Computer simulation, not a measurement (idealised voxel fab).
Process module heading - voxel self aligned vias
The width of the displayed cross-section, cut, is 155 nm; its cells are square, with a size of 5 nm.
How to read a cross-section here: the picture is a grid of square cells, written as bands going from the top down, and any band can span one or more rows of cells. Per band: top height and bottom height in nm, followed by the left-to-right materials and their widths in nm; "all across" marks a single material spanning edge to edge, "air" marks empty space. Counting heights begins at 0, where everything beneath is, in the wafer as received, one material. The lowest band has no bottom; it goes on downwards, as "0 down" shows. Note: "30..40" means the width goes from the first number (top row of the band) to the second number (bottom row) in equal steps per row of cells. You'll sometimes find "changes: none" written for a step, and that's the way of saying that nowhere in the cross-section did a cell change during that step. This entry, "Enclosed void entries", enumerates those empty regions of no fewer than 8 cells that possess no open connection to the top. Each region is reported in the form width x height at distance, the distance being taken from the left edge, with all three quantities expressed in nm. Step line, after settings: the simulator's comment on this step. If you see "overlay nm" on a step's line and that step has a mask, it's telling you how far right of where it was planned the mask ended up; a negative number means it went left instead.
**This section lists the process steps that were planned**
1 RECEIVE: material Si
2 CONFORMAL_DEP: material SiO2, thk nm 15
3 CONFORMAL_DEP: material SiCN, thk nm 5
4 DIRECTIONAL_DEP: material SiO2, thk nm 25
5 PATTERN: tone open, mask id LINES, material resist, width nm 30, pitch nm 55, thk nm 15, overlay nm 0
6 DIRECTIONAL_ETCH: etch materials SiO2, depth nm 25
7 STRIP: etch materials resist
8 CONFORMAL_DEP: material TiN, thk nm 5
9 FILL_DEP: material W, thk nm 10
10 CMP: height nm 45
11 SELECTIVE_ETCH: etch materials W Ru TiN, depth nm 5
12 FILL_DEP: material SiN, thk nm 10
13 CMP: height nm 45
14 DIRECTIONAL_DEP: material SiO2, thk nm 15
15 MASKED_ETCH: tone open, mask id VIAS, width nm 40, pitch nm 55, etch materials SiO2, depth nm 15, overlay nm 0
16 MASKED_ETCH: tone open, mask id VIAS, width nm 40, pitch nm 55, etch materials SiN, depth nm 5, overlay nm 0
17 CONFORMAL_DEP: material TiN, thk nm 5
18 FILL_DEP: material Ru, thk nm 10
19 CMP: height nm 60
20 CONFORMAL_DEP: material SiCN, thk nm 5
**Shown in cross-section is the wafer as received, that is, as it stands after step 1**
  0 down: Si all across
  Enclosed void entries: none
**As-planned run: cross-section of the first of two wafers at end of module**
  65 to 60: SiCN all across
  60 to 50: SiO2=30  TiN=5  Ru=30  TiN=5  SiO2=15  TiN=5  Ru=30  TiN=5  SiO2=30
  50 to 45: SiO2=30  TiN=10  Ru=20  TiN=10  SiO2=15  TiN=10  Ru=20  TiN=10  SiO2=30
  45 to 40: SiO2=35  TiN=30  SiO2=25  TiN=30  SiO2=35
  40 to 25: SiO2=35  TiN=5  W=20  TiN=5  SiO2=25  TiN=5  W=20  TiN=5  SiO2=35
  25 to 20: SiO2=35  TiN=30  SiO2=25  TiN=30  SiO2=35
  20 to 15: SiCN all across
  15 to 0: SiO2 all across
  0 down: Si all across
  Enclosed void entries: none
**Cross-section of the latter of the two wafers at module completion. It had an identical start and an identical plan to the former; in running it, one mistake was made**
  65 to 60: SiCN all across
  60 to 50: SiO2=30  TiN=5  Ru=30  TiN=5  SiO2=15  TiN=5  Ru=30  TiN=5  SiO2=30
  50 to 45: SiO2=30  TiN=10  Ru=20  TiN=10  SiO2=15  TiN=10  Ru=20  TiN=10  SiO2=30
  45 to 40: SiO2=35  TiN=30  SiO2=25  TiN=30  SiO2=35
  40 to 30: SiO2=35  TiN=5  W=20  TiN=5  SiO2=25  TiN=5  W=20  TiN=5  SiO2=35
  30 to 25: SiO2=35  TiN=30  SiO2=25  TiN=30  SiO2=35
  25 to 20: SiCN all across
  20 to 0: SiO2 all across
  0 down: Si all across
  Enclosed void entries: none
In executing the process, a mistake was made relative to the plan: heads up, step 2 didn't go per plan, it actually ran as CONFORMAL_DEP: material SiO2, thk nm 20
Cell-count delta at end, second wafer over first, by material: +12 SiO2, -4 TiN, -8 W
